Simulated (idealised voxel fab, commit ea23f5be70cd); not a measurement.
Documented hereafter: the process module known as voxel transistor to metal.
Displayed cross-section: cut, width of 215 nm, square cells sized 5 nm.
A cross-section is written here as square cells arranged in a grid, and it is given in bands from the top down, each band taking up one or more rows of cells. Look at the band entry: it leads with the top's height and the bottom's height in nm. Then it lists the materials left to right, with a width in nm for each. The word "throughout" on a single material says that material fills the band edge to edge. The word "air" is empty space. Where do heights start? At 0: under that level the wafer as delivered is made of one material only. And the lowest band has no floor; it just carries on downward, as in "0 down". Graded width ("30 to 40"): value in top row of band = first number; value in bottom row = second number; row-to-row change constant. Take "nothing got changed" at face value: in the step it is given for, the cross-section changed in none of its cells. Reported under the label "Fully sealed voids" are the empty spaces having no open way to the top and comprising 8 cells or more; the notation for each is width x height at distance, in which the distance is measured from the left edge and all three values are in nm. Note: text after step settings on the step line = simulator remark on that step. For masked steps, "overlay nm" on the step line gives how far right of plan the mask actually lay; a minus sign means it lay to the left.
# The following list gives the planned process steps
1,op RECEIVE | material Si
2,op OXIDIZE | depth nm 5
3,op CONFORMAL_DEP | material SiN | thk nm 15
4,op PATTERN | tone cover | mask id ACTIVE | material resist | width nm 100 | thk nm 20 | overlay nm 0
5,op DIRECTIONAL_ETCH | etch materials SiN | depth nm 15
6,op DIRECTIONAL_ETCH | etch materials SiO2 | depth nm 5
7,op DIRECTIONAL_ETCH | etch materials Si | depth nm 20
8,op STRIP | etch materials resist
9,op FILL_DEP | material SiO2 | thk nm 15
10,op CMP | height nm 15
11,op SELECTIVE_ETCH | etch materials SiO2 | depth nm 10
12,op STRIP | etch materials SiN
13,op SELECTIVE_ETCH | etch materials SiO2 | depth nm 5
14,op OXIDIZE | depth nm 5
15,op DIRECTIONAL_DEP | material polySi | thk nm 20
16,op DIRECTIONAL_DEP | material SiCN | thk nm 10
17,op PATTERN | tone cover | mask id GATE | material resist | width nm 20 | thk nm 15 | overlay nm 0
18,op DIRECTIONAL_ETCH | etch materials SiCN | depth nm 20
19,op DIRECTIONAL_ETCH | etch materials polySi | depth nm 30
20,op STRIP | etch materials resist
21,op CONFORMAL_DEP | material SiN | thk nm 5
22,op DIRECTIONAL_ETCH | etch materials SiN | depth nm 5
23,op DIRECTIONAL_ETCH | etch materials SiO2 | depth nm 5
24,op DIRECTIONAL_ETCH | etch materials Si | depth nm 5
25,op EPI | material SiGe | thk nm 5
26,op FILL_DEP | material SiO2 | thk nm 10
27,op CMP | height nm 25
28,op DIRECTIONAL_DEP | material SiO2 | thk nm 15
29,op PATTERN | tone open | mask id CONTACT | material resist | width nm 30 | pitch nm 60 | thk nm 20 | overlay nm 0
30,op DIRECTIONAL_ETCH | etch materials SiO2 | depth nm 50
31,op STRIP | etch materials resist
32,op CONFORMAL_DEP | material TiN | thk nm 5
33,op FILL_DEP | material W | thk nm 5
34,op CMP | height nm 40
35,op DIRECTIONAL_DEP | material TiN | thk nm 5
36,op DIRECTIONAL_DEP | material Ru | thk nm 20
37,op PATTERN | tone cover | mask id METAL_1 | material resist | width nm 15 | pitch nm 75 | thk nm 15 | overlay nm 0
38,op DIRECTIONAL_ETCH | etch materials Ru | depth nm 20
39,op DIRECTIONAL_ETCH | etch materials TiN | depth nm 5
40,op STRIP | etch materials resist
41,op FILL_DEP | material lowk | thk nm 10
42,op CMP | height nm 65
43,op CONFORMAL_DEP | material SiN | thk nm 5
# Concerning the first of two wafers, which was run in accordance with the plan
# Cross-section: wafer on arrival = after step 1
> 0 down | Si throughout
> Fully sealed voids: none
# After step 2: wafer cross-section
> 0 to -5 | SiO2 throughout
> Rest of section, below -5: as before.
# After step 3: wafer cross-section
> 15 to 0 | SiN throughout
> Rest of section, below 0: as before.
# After step 4: wafer cross-section
> 35 to 15 | air (55)  resist (100)  air (60)
> Rest of section, below 15: as before.
# After step 5: wafer cross-section
> 35 to 15 | air (55)  resist (100)  air (60)
> 15 to 0 | air (55)  SiN (100)  air (60)
> Rest of section, below 0: as before.
# After step 6: wafer cross-section
> 35 to 15 | air (55)  resist (100)  air (60)
> 15 to 0 | air (55)  SiN (100)  air (60)
> 0 to -5 | air (55)  SiO2 (100)  air (60)
> Rest of section, below -5: as before.
# After step 7: wafer cross-section
> 35 to 15 | air (55)  resist (100)  air (60)
> 15 to 0 | air (55)  SiN (100)  air (60)
> 0 to -5 | air (55)  SiO2 (100)  air (60)
> -5 to -25 | air (55)  Si (100)  air (60)
> Rest of section, below -25: as before.
# After step 8: wafer cross-section
> 15 to 0 | air (55)  SiN (100)  air (60)
> Rest of section, below 0: as before.
# After step 9: wafer cross-section
> 30 to 15 | SiO2 throughout
> 15 to 0 | SiO2 (55)  SiN (100)  SiO2 (60)
> 0 to -5 | SiO2 throughout
> -5 to -25 | SiO2 (55)  Si (100)  SiO2 (60)
> Rest of section, below -25: as before.
# After step 10: wafer cross-section
> 15 to 0 | SiO2 (55)  SiN (100)  SiO2 (60)
> Rest of section, below 0: as before.
# After step 11: wafer cross-section
> 15 to 5 | air (55)  SiN (100)  air (60)
> Rest of section, below 5: as before.
# After step 12: wafer cross-section
> 5 to 0 | SiO2 (55)  air (100)  SiO2 (60)
> Rest of section, below 0: as before.
# After step 13: wafer cross-section
> 0 to -5 | SiO2 (50)  air (110)  SiO2 (55)
> Rest of section, below -5: as before.
# After step 14: wafer cross-section
> 0 to -5 | SiO2 (50)  air (110)  SiO2 (55)
> -5 to -10 | SiO2 throughout
> Rest of section, below -10: as before.
# After step 15: wafer cross-section
> 20 to 15 | polySi (50)  air (110)  polySi (55)
> 15 to 0 | polySi throughout
> 0 to -5 | SiO2 (50)  polySi (110)  SiO2 (55)
> Rest of section, below -5: as before.
# After step 16: wafer cross-section
> 30 to 25 | SiCN (50)  air (110)  SiCN (55)
> 25 to 20 | SiCN throughout
> 20 to 15 | polySi (50)  SiCN (110)  polySi (55)
> Rest of section, below 15: as before.
# After step 17: wafer cross-section
> 45 to 30 | air (95)  resist (20)  air (100)
> 30 to 25 | SiCN (50)  air (45)  resist (20)  air (45)  SiCN (55)
> Rest of section, below 25: as before.
# After step 18: wafer cross-section
> 45 to 25 | air (95)  resist (20)  air (100)
> 25 to 20 | air (95)  SiCN (20)  air (100)
> 20 to 15 | polySi (50)  air (45)  SiCN (20)  air (45)  polySi (55)
> Rest of section, below 15: as before.
# After step 19: wafer cross-section
> 45 to 25 | air (95)  resist (20)  air (100)
> 25 to 15 | air (95)  SiCN (20)  air (100)
> 15 to 0 | air (95)  polySi (20)  air (100)
> 0 to -5 | SiO2 (50)  air (45)  polySi (20)  air (45)  SiO2 (55)
> Rest of section, below -5: as before.
# After step 20: wafer cross-section
> 25 to 15 | air (95)  SiCN (20)  air (100)
> Rest of section, below 15: as before.
# After step 21: wafer cross-section
> 30 to 25 | air (90)  SiN (30)  air (95)
> 25 to 15 | air (90)  SiN (5)  SiCN (20)  SiN (5)  air (95)
> 15 to 5 | air (90)  SiN (5)  polySi (20)  SiN (5)  air (95)
> 5 to 0 | SiN (55)  air (35)  SiN (5)  polySi (20)  SiN (5)  air (35)  SiN (60)
> 0 to -5 | SiO2 (50)  SiN (45)  polySi (20)  SiN (45)  SiO2 (55)
> Rest of section, below -5: as before.
# After step 22: wafer cross-section
> 25 to 15 | air (90)  SiN (5)  SiCN (20)  SiN (5)  air (95)
> 15 to 0 | air (90)  SiN (5)  polySi (20)  SiN (5)  air (95)
> 0 to -5 | SiO2 (50)  SiN (5)  air (35)  SiN (5)  polySi (20)  SiN (5)  air (35)  SiN (5)  SiO2 (55)
> Rest of section, below -5: as before.
# After step 23: wafer cross-section
> 25 to 15 | air (90)  SiN (5)  SiCN (20)  SiN (5)  air (95)
> 15 to 0 | air (90)  SiN (5)  polySi (20)  SiN (5)  air (95)
> 0 to -5 | air (50)  SiN (5)  air (35)  SiN (5)  polySi (20)  SiN (5)  air (35)  SiN (5)  air (55)
> -5 to -10 | SiO2 (55)  air (35)  SiO2 (30)  air (35)  SiO2 (60)
> Rest of section, below -10: as before.
# After step 24: wafer cross-section
> 25 to 15 | air (90)  SiN (5)  SiCN (20)  SiN (5)  air (95)
> 15 to 0 | air (90)  SiN (5)  polySi (20)  SiN (5)  air (95)
> 0 to -5 | air (50)  SiN (5)  air (35)  SiN (5)  polySi (20)  SiN (5)  air (35)  SiN (5)  air (55)
> -5 to -10 | SiO2 (55)  air (35)  SiO2 (30)  air (35)  SiO2 (60)
> -10 to -15 | SiO2 (55)  air (35)  Si (30)  air (35)  SiO2 (60)
> Rest of section, below -15: as before.
# After step 25: wafer cross-section
> 25 to 15 | air (90)  SiN (5)  SiCN (20)  SiN (5)  air (95)
> 15 to 0 | air (90)  SiN (5)  polySi (20)  SiN (5)  air (95)
> 0 to -5 | air (50)  SiN (5)  air (35)  SiN (5)  polySi (20)  SiN (5)  air (35)  SiN (5)  air (55)
> -5 to -10 | SiO2 (55)  air (30)  SiGe (5)  SiO2 (30)  SiGe (5)  air (30)  SiO2 (60)
> -10 to -15 | SiO2 (55)  SiGe (35)  Si (30)  SiGe (35)  SiO2 (60)
> Rest of section, below -15: as before.
# After step 26: wafer cross-section
> 35 to 25 | SiO2 throughout
> 25 to 15 | SiO2 (90)  SiN (5)  SiCN (20)  SiN (5)  SiO2 (95)
> 15 to 0 | SiO2 (90)  SiN (5)  polySi (20)  SiN (5)  SiO2 (95)
> 0 to -5 | SiO2 (50)  SiN (5)  SiO2 (35)  SiN (5)  polySi (20)  SiN (5)  SiO2 (35)  SiN (5)  SiO2 (55)
> -5 to -10 | SiO2 (85)  SiGe (5)  SiO2 (30)  SiGe (5)  SiO2 (90)
> Rest of section, below -10: as before.
# After step 27: wafer cross-section
> 25 to 15 | SiO2 (90)  SiN (5)  SiCN (20)  SiN (5)  SiO2 (95)
> Rest of section, below 15: as before.
# After step 28: wafer cross-section
> 40 to 25 | SiO2 throughout
> Rest of section, below 25: as before.
# After step 29: wafer cross-section
> 60 to 40 | resist (60)  air (30)  resist (30)  air (30)  resist (65)
> Rest of section, below 40: as before.
# After step 30: wafer cross-section
> 60 to 40 | resist (60)  air (30)  resist (30)  air (30)  resist (65)
> 40 to 25 | SiO2 (60)  air (30)  SiO2 (30)  air (30)  SiO2 (65)
> 25 to 15 | SiO2 (60)  air (30)  SiN (5)  SiCN (20)  SiN (5)  air (30)  SiO2 (65)
> 15 to 0 | SiO2 (60)  air (30)  SiN (5)  polySi (20)  SiN (5)  air (30)  SiO2 (65)
> 0 to -5 | SiO2 (50)  SiN (5)  SiO2 (5)  air (30)  SiN (5)  polySi (20)  SiN (5)  air (30)  SiO2 (5)  SiN (5)  SiO2 (55)
> -5 to -10 | SiO2 (60)  air (25)  SiGe (5)  SiO2 (30)  SiGe (5)  air (25)  SiO2 (65)
> Rest of section, below -10: as before.
# After step 31: wafer cross-section
> 40 to 25 | SiO2 (60)  air (30)  SiO2 (30)  air (30)  SiO2 (65)
> Rest of section, below 25: as before.
# After step 32: wafer cross-section
> 45 to 40 | TiN (65)  air (20)  TiN (40)  air (20)  TiN (70)
> 40 to 25 | SiO2 (60)  TiN (5)  air (20)  TiN (5)  SiO2 (30)  TiN (5)  air (20)  TiN (5)  SiO2 (65)
> 25 to 15 | SiO2 (60)  TiN (5)  air (20)  TiN (5)  SiN (5)  SiCN (20)  SiN (5)  TiN (5)  air (20)  TiN (5)  SiO2 (65)
> 15 to 0 | SiO2 (60)  TiN (5)  air (20)  TiN (5)  SiN (5)  polySi (20)  SiN (5)  TiN (5)  air (20)  TiN (5)  SiO2 (65)
> 0 to -5 | SiO2 (50)  SiN (5)  SiO2 (5)  TiN (5)  air (15)  TiN (10)  SiN (5)  polySi (20)  SiN (5)  TiN (10)  air (15)  TiN (5)  SiO2 (5)  SiN (5)  SiO2 (55)
> -5 to -10 | SiO2 (60)  TiN (25)  SiGe (5)  SiO2 (30)  SiGe (5)  TiN (25)  SiO2 (65)
> Rest of section, below -10: as before.
# After step 33: wafer cross-section
> 50 to 45 | W throughout
> 45 to 40 | TiN (65)  W (20)  TiN (40)  W (20)  TiN (70)
> 40 to 25 | SiO2 (60)  TiN (5)  W (20)  TiN (5)  SiO2 (30)  TiN (5)  W (20)  TiN (5)  SiO2 (65)
> 25 to 15 | SiO2 (60)  TiN (5)  W (20)  TiN (5)  SiN (5)  SiCN (20)  SiN (5)  TiN (5)  W (20)  TiN (5)  SiO2 (65)
> 15 to 0 | SiO2 (60)  TiN (5)  W (20)  TiN (5)  SiN (5)  polySi (20)  SiN (5)  TiN (5)  W (20)  TiN (5)  SiO2 (65)
> 0 to -5 | SiO2 (50)  SiN (5)  SiO2 (5)  TiN (5)  W (15)  TiN (10)  SiN (5)  polySi (20)  SiN (5)  TiN (10)  W (15)  TiN (5)  SiO2 (5)  SiN (5)  SiO2 (55)
> Rest of section, below -5: as before.
# After step 34: wafer cross-section
> 40 to 25 | SiO2 (60)  TiN (5)  W (20)  TiN (5)  SiO2 (30)  TiN (5)  W (20)  TiN (5)  SiO2 (65)
> Rest of section, below 25: as before.
# After step 35: wafer cross-section
> 45 to 40 | TiN throughout
> Rest of section, below 40: as before.
# After step 36: wafer cross-section
> 65 to 45 | Ru throughout
> Rest of section, below 45: as before.
# After step 37: wafer cross-section
> 80 to 65 | air (60)  resist (15)  air (60)  resist (15)  air (65)
> Rest of section, below 65: as before.
# After step 38: wafer cross-section
> 80 to 65 | air (60)  resist (15)  air (60)  resist (15)  air (65)
> 65 to 45 | air (60)  Ru (15)  air (60)  Ru (15)  air (65)
> Rest of section, below 45: as before.
# After step 39: wafer cross-section
> 80 to 65 | air (60)  resist (15)  air (60)  resist (15)  air (65)
> 65 to 45 | air (60)  Ru (15)  air (60)  Ru (15)  air (65)
> 45 to 40 | air (60)  TiN (15)  air (60)  TiN (15)  air (65)
> Rest of section, below 40: as before.
# After step 40: wafer cross-section
> 65 to 45 | air (60)  Ru (15)  air (60)  Ru (15)  air (65)
> Rest of section, below 45: as before.
# After step 41: wafer cross-section
> 75 to 65 | lowk throughout
> 65 to 45 | lowk (60)  Ru (15)  lowk (60)  Ru (15)  lowk (65)
> 45 to 40 | lowk (60)  TiN (15)  lowk (60)  TiN (15)  lowk (65)
> Rest of section, below 40: as before.
# After step 42: wafer cross-section
> 65 to 45 | lowk (60)  Ru (15)  lowk (60)  Ru (15)  lowk (65)
> Rest of section, below 45: as before.
# After step 43: wafer cross-section
> 70 to 65 | SiN throughout
> Rest of section, below 65: as before.
# second wafer: like start, like plan, one mistake. Through step 3 it matches the first wafer
# Here is the second wafer in cross-section at the point where step 4 of the plan should have been done
> 35 to 15 | air (50)  resist (110)  air (55)
> Rest of section, below 15: as before.
# Here is the second wafer in cross-section at the point where step 5 of the plan should have been done
> 35 to 15 | air (50)  resist (110)  air (55)
> 15 to 0 | air (50)  SiN (110)  air (55)
> Rest of section, below 0: as before.
# Here is the second wafer in cross-section at the point where step 6 of the plan should have been done
> 35 to 15 | air (50)  resist (110)  air (55)
> 15 to 0 | air (50)  SiN (110)  air (55)
> 0 to -5 | air (50)  SiO2 (110)  air (55)
> Rest of section, below -5: as before.
# Here is the second wafer in cross-section at the point where step 7 of the plan should have been done
> 35 to 15 | air (50)  resist (110)  air (55)
> 15 to 0 | air (50)  SiN (110)  air (55)
> 0 to -5 | air (50)  SiO2 (110)  air (55)
> -5 to -25 | air (50)  Si (110)  air (55)
> Rest of section, below -25: as before.
# Here is the second wafer in cross-section at the point where step 8 of the plan should have been done
> 15 to 0 | air (50)  SiN (110)  air (55)
> Rest of section, below 0: as before.
# Here is the second wafer in cross-section at the point where step 9 of the plan should have been done
> 30 to 15 | SiO2 throughout
> 15 to 0 | SiO2 (50)  SiN (110)  SiO2 (55)
> 0 to -5 | SiO2 throughout
> -5 to -25 | SiO2 (50)  Si (110)  SiO2 (55)
> Rest of section, below -25: as before.
# Here is the second wafer in cross-section at the point where step 10 of the plan should have been done
> 15 to 0 | SiO2 (50)  SiN (110)  SiO2 (55)
> Rest of section, below 0: as before.
# Here is the second wafer in cross-section at the point where step 11 of the plan should have been done
> 15 to 5 | air (50)  SiN (110)  air (55)
> Rest of section, below 5: as before.
# Here is the second wafer in cross-section at the point where step 12 of the plan should have been done
> 5 to 0 | SiO2 (50)  air (110)  SiO2 (55)
> Rest of section, below 0: as before.
# Here is the second wafer in cross-section at the point where step 13 of the plan should have been done
> 0 to -5 | SiO2 (45)  air (120)  SiO2 (50)
> Rest of section, below -5: as before.
# Here is the second wafer in cross-section at the point where step 14 of the plan should have been done
> 0 to -5 | SiO2 (45)  air (120)  SiO2 (50)
> -5 to -10 | SiO2 throughout
> Rest of section, below -10: as before.
# Here is the second wafer in cross-section at the point where step 15 of the plan should have been done
> 20 to 15 | polySi (45)  air (120)  polySi (50)
> 15 to 0 | polySi throughout
> 0 to -5 | SiO2 (45)  polySi (120)  SiO2 (50)
> Rest of section, below -5: as before.
# Here is the second wafer in cross-section at the point where step 16 of the plan should have been done
> 30 to 25 | SiCN (45)  air (120)  SiCN (50)
> 25 to 20 | SiCN throughout
> 20 to 15 | polySi (45)  SiCN (120)  polySi (50)
> Rest of section, below 15: as before.
# Here is the second wafer in cross-section at the point where step 17 of the plan should have been done
> 45 to 30 | air (95)  resist (20)  air (100)
> 30 to 25 | SiCN (45)  air (50)  resist (20)  air (50)  SiCN (50)
> Rest of section, below 25: as before.
# Here is the second wafer in cross-section at the point where step 18 of the plan should have been done
> 45 to 25 | air (95)  resist (20)  air (100)
> 25 to 20 | air (95)  SiCN (20)  air (100)
> 20 to 15 | polySi (45)  air (50)  SiCN (20)  air (50)  polySi (50)
> Rest of section, below 15: as before.
# Here is the second wafer in cross-section at the point where step 19 of the plan should have been done
> 45 to 25 | air (95)  resist (20)  air (100)
> 25 to 15 | air (95)  SiCN (20)  air (100)
> 15 to 0 | air (95)  polySi (20)  air (100)
> 0 to -5 | SiO2 (45)  air (50)  polySi (20)  air (50)  SiO2 (50)
> Rest of section, below -5: as before.
# Here is the second wafer in cross-section at the point where step 20 of the plan should have been done
> 25 to 15 | air (95)  SiCN (20)  air (100)
> Rest of section, below 15: as before.
# Here is the second wafer in cross-section at the point where step 21 of the plan should have been done
> 30 to 25 | air (90)  SiN (30)  air (95)
> 25 to 15 | air (90)  SiN (5)  SiCN (20)  SiN (5)  air (95)
> 15 to 5 | air (90)  SiN (5)  polySi (20)  SiN (5)  air (95)
> 5 to 0 | SiN (50)  air (40)  SiN (5)  polySi (20)  SiN (5)  air (40)  SiN (55)
> 0 to -5 | SiO2 (45)  SiN (50)  polySi (20)  SiN (50)  SiO2 (50)
> Rest of section, below -5: as before.
# Here is the second wafer in cross-section at the point where step 22 of the plan should have been done
> 25 to 15 | air (90)  SiN (5)  SiCN (20)  SiN (5)  air (95)
> 15 to 0 | air (90)  SiN (5)  polySi (20)  SiN (5)  air (95)
> 0 to -5 | SiO2 (45)  SiN (5)  air (40)  SiN (5)  polySi (20)  SiN (5)  air (40)  SiN (5)  SiO2 (50)
> Rest of section, below -5: as before.
# Here is the second wafer in cross-section at the point where step 23 of the plan should have been done
> 25 to 15 | air (90)  SiN (5)  SiCN (20)  SiN (5)  air (95)
> 15 to 0 | air (90)  SiN (5)  polySi (20)  SiN (5)  air (95)
> 0 to -5 | air (45)  SiN (5)  air (40)  SiN (5)  polySi (20)  SiN (5)  air (40)  SiN (5)  air (50)
> -5 to -10 | SiO2 (50)  air (40)  SiO2 (30)  air (40)  SiO2 (55)
> Rest of section, below -10: as before.
# Here is the second wafer in cross-section at the point where step 24 of the plan should have been done
> 25 to 15 | air (90)  SiN (5)  SiCN (20)  SiN (5)  air (95)
> 15 to 0 | air (90)  SiN (5)  polySi (20)  SiN (5)  air (95)
> 0 to -5 | air (45)  SiN (5)  air (40)  SiN (5)  polySi (20)  SiN (5)  air (40)  SiN (5)  air (50)
> -5 to -10 | SiO2 (50)  air (40)  SiO2 (30)  air (40)  SiO2 (55)
> -10 to -15 | SiO2 (50)  air (40)  Si (30)  air (40)  SiO2 (55)
> Rest of section, below -15: as before.
# Here is the second wafer in cross-section at the point where step 25 of the plan should have been done
> 25 to 15 | air (90)  SiN (5)  SiCN (20)  SiN (5)  air (95)
> 15 to 0 | air (90)  SiN (5)  polySi (20)  SiN (5)  air (95)
> 0 to -5 | air (45)  SiN (5)  air (40)  SiN (5)  polySi (20)  SiN (5)  air (40)  SiN (5)  air (50)
> -5 to -10 | SiO2 (50)  air (35)  SiGe (5)  SiO2 (30)  SiGe (5)  air (35)  SiO2 (55)
> -10 to -15 | SiO2 (50)  SiGe (40)  Si (30)  SiGe (40)  SiO2 (55)
> Rest of section, below -15: as before.
# Here is the second wafer in cross-section at the point where step 26 of the plan should have been done
> 35 to 25 | SiO2 throughout
> 25 to 15 | SiO2 (90)  SiN (5)  SiCN (20)  SiN (5)  SiO2 (95)
> 15 to 0 | SiO2 (90)  SiN (5)  polySi (20)  SiN (5)  SiO2 (95)
> 0 to -5 | SiO2 (45)  SiN (5)  SiO2 (40)  SiN (5)  polySi (20)  SiN (5)  SiO2 (40)  SiN (5)  SiO2 (50)
> -5 to -10 | SiO2 (85)  SiGe (5)  SiO2 (30)  SiGe (5)  SiO2 (90)
> Rest of section, below -10: as before.
# Here is the second wafer in cross-section at the point where step 27 of the plan should have been done
> 25 to 15 | SiO2 (90)  SiN (5)  SiCN (20)  SiN (5)  SiO2 (95)
> Rest of section, below 15: as before.
# Here is the second wafer in cross-section at the point where step 28 of the plan should have been done
> 40 to 25 | SiO2 throughout
> Rest of section, below 25: as before.
# Here is the second wafer in cross-section at the point where step 29 of the plan should have been done
> 60 to 40 | resist (60)  air (30)  resist (30)  air (30)  resist (65)
> Rest of section, below 40: as before.
# Here is the second wafer in cross-section at the point where step 30 of the plan should have been done
> 60 to 40 | resist (60)  air (30)  resist (30)  air (30)  resist (65)
> 40 to 25 | SiO2 (60)  air (30)  SiO2 (30)  air (30)  SiO2 (65)
> 25 to 15 | SiO2 (60)  air (30)  SiN (5)  SiCN (20)  SiN (5)  air (30)  SiO2 (65)
> 15 to 0 | SiO2 (60)  air (30)  SiN (5)  polySi (20)  SiN (5)  air (30)  SiO2 (65)
> 0 to -5 | SiO2 (45)  SiN (5)  SiO2 (10)  air (30)  SiN (5)  polySi (20)  SiN (5)  air (30)  SiO2 (10)  SiN (5)  SiO2 (50)
> -5 to -10 | SiO2 (60)  air (25)  SiGe (5)  SiO2 (30)  SiGe (5)  air (25)  SiO2 (65)
> Rest of section, below -10: as before.
# Here is the second wafer in cross-section at the point where step 31 of the plan should have been done
> 40 to 25 | SiO2 (60)  air (30)  SiO2 (30)  air (30)  SiO2 (65)
> Rest of section, below 25: as before.
# Here is the second wafer in cross-section at the point where step 32 of the plan should have been done
> 45 to 40 | TiN (65)  air (20)  TiN (40)  air (20)  TiN (70)
> 40 to 25 | SiO2 (60)  TiN (5)  air (20)  TiN (5)  SiO2 (30)  TiN (5)  air (20)  TiN (5)  SiO2 (65)
> 25 to 15 | SiO2 (60)  TiN (5)  air (20)  TiN (5)  SiN (5)  SiCN (20)  SiN (5)  TiN (5)  air (20)  TiN (5)  SiO2 (65)
> 15 to 0 | SiO2 (60)  TiN (5)  air (20)  TiN (5)  SiN (5)  polySi (20)  SiN (5)  TiN (5)  air (20)  TiN (5)  SiO2 (65)
> 0 to -5 | SiO2 (45)  SiN (5)  SiO2 (10)  TiN (5)  air (15)  TiN (10)  SiN (5)  polySi (20)  SiN (5)  TiN (10)  air (15)  TiN (5)  SiO2 (10)  SiN (5)  SiO2 (50)
> -5 to -10 | SiO2 (60)  TiN (25)  SiGe (5)  SiO2 (30)  SiGe (5)  TiN (25)  SiO2 (65)
> Rest of section, below -10: as before.
# Here is the second wafer in cross-section at the point where step 33 of the plan should have been done
> 50 to 45 | W throughout
> 45 to 40 | TiN (65)  W (20)  TiN (40)  W (20)  TiN (70)
> 40 to 25 | SiO2 (60)  TiN (5)  W (20)  TiN (5)  SiO2 (30)  TiN (5)  W (20)  TiN (5)  SiO2 (65)
> 25 to 15 | SiO2 (60)  TiN (5)  W (20)  TiN (5)  SiN (5)  SiCN (20)  SiN (5)  TiN (5)  W (20)  TiN (5)  SiO2 (65)
> 15 to 0 | SiO2 (60)  TiN (5)  W (20)  TiN (5)  SiN (5)  polySi (20)  SiN (5)  TiN (5)  W (20)  TiN (5)  SiO2 (65)
> 0 to -5 | SiO2 (45)  SiN (5)  SiO2 (10)  TiN (5)  W (15)  TiN (10)  SiN (5)  polySi (20)  SiN (5)  TiN (10)  W (15)  TiN (5)  SiO2 (10)  SiN (5)  SiO2 (50)
> Rest of section, below -5: as before.
# Here is the second wafer in cross-section at the point where step 34 of the plan should have been done
> 40 to 25 | SiO2 (60)  TiN (5)  W (20)  TiN (5)  SiO2 (30)  TiN (5)  W (20)  TiN (5)  SiO2 (65)
> Rest of section, below 25: as before.
# Here is the second wafer in cross-section at the point where step 35 of the plan should have been done
> 45 to 40 | TiN throughout
> Rest of section, below 40: as before.
# Here is the second wafer in cross-section at the point where step 36 of the plan should have been done
> 65 to 45 | Ru throughout
> Rest of section, below 45: as before.
# Here is the second wafer in cross-section at the point where step 37 of the plan should have been done
> 80 to 65 | air (60)  resist (15)  air (60)  resist (15)  air (65)
> Rest of section, below 65: as before.
# Here is the second wafer in cross-section at the point where step 38 of the plan should have been done
> 80 to 65 | air (60)  resist (15)  air (60)  resist (15)  air (65)
> 65 to 45 | air (60)  Ru (15)  air (60)  Ru (15)  air (65)
> Rest of section, below 45: as before.
# Here is the second wafer in cross-section at the point where step 39 of the plan should have been done
> 80 to 65 | air (60)  resist (15)  air (60)  resist (15)  air (65)
> 65 to 45 | air (60)  Ru (15)  air (60)  Ru (15)  air (65)
> 45 to 40 | air (60)  TiN (15)  air (60)  TiN (15)  air (65)
> Rest of section, below 40: as before.
# Here is the second wafer in cross-section at the point where step 40 of the plan should have been done
> 65 to 45 | air (60)  Ru (15)  air (60)  Ru (15)  air (65)
> Rest of section, below 45: as before.
# Here is the second wafer in cross-section at the point where step 41 of the plan should have been done
> 75 to 65 | lowk throughout
> 65 to 45 | lowk (60)  Ru (15)  lowk (60)  Ru (15)  lowk (65)
> 45 to 40 | lowk (60)  TiN (15)  lowk (60)  TiN (15)  lowk (65)
> Rest of section, below 40: as before.
# Here is the second wafer in cross-section at the point where step 42 of the plan should have been done
> 65 to 45 | lowk (60)  Ru (15)  lowk (60)  Ru (15)  lowk (65)
> Rest of section, below 45: as before.
# Here is the second wafer in cross-section at the point where step 43 of the plan should have been done
> 70 to 65 | SiN throughout
> Rest of section, below 65: as before.
Want to know what went wrong? step 4, actual vs plan mismatch, actual run op PATTERN | tone cover | mask id ACTIVE | material resist | width nm 110 | thk nm 20 | overlay nm 0
Final comparison by cell count, materials where the second wafer has more or fewer than the first: Si: 4 more | SiGe: 2 more | SiO2: 6 fewer
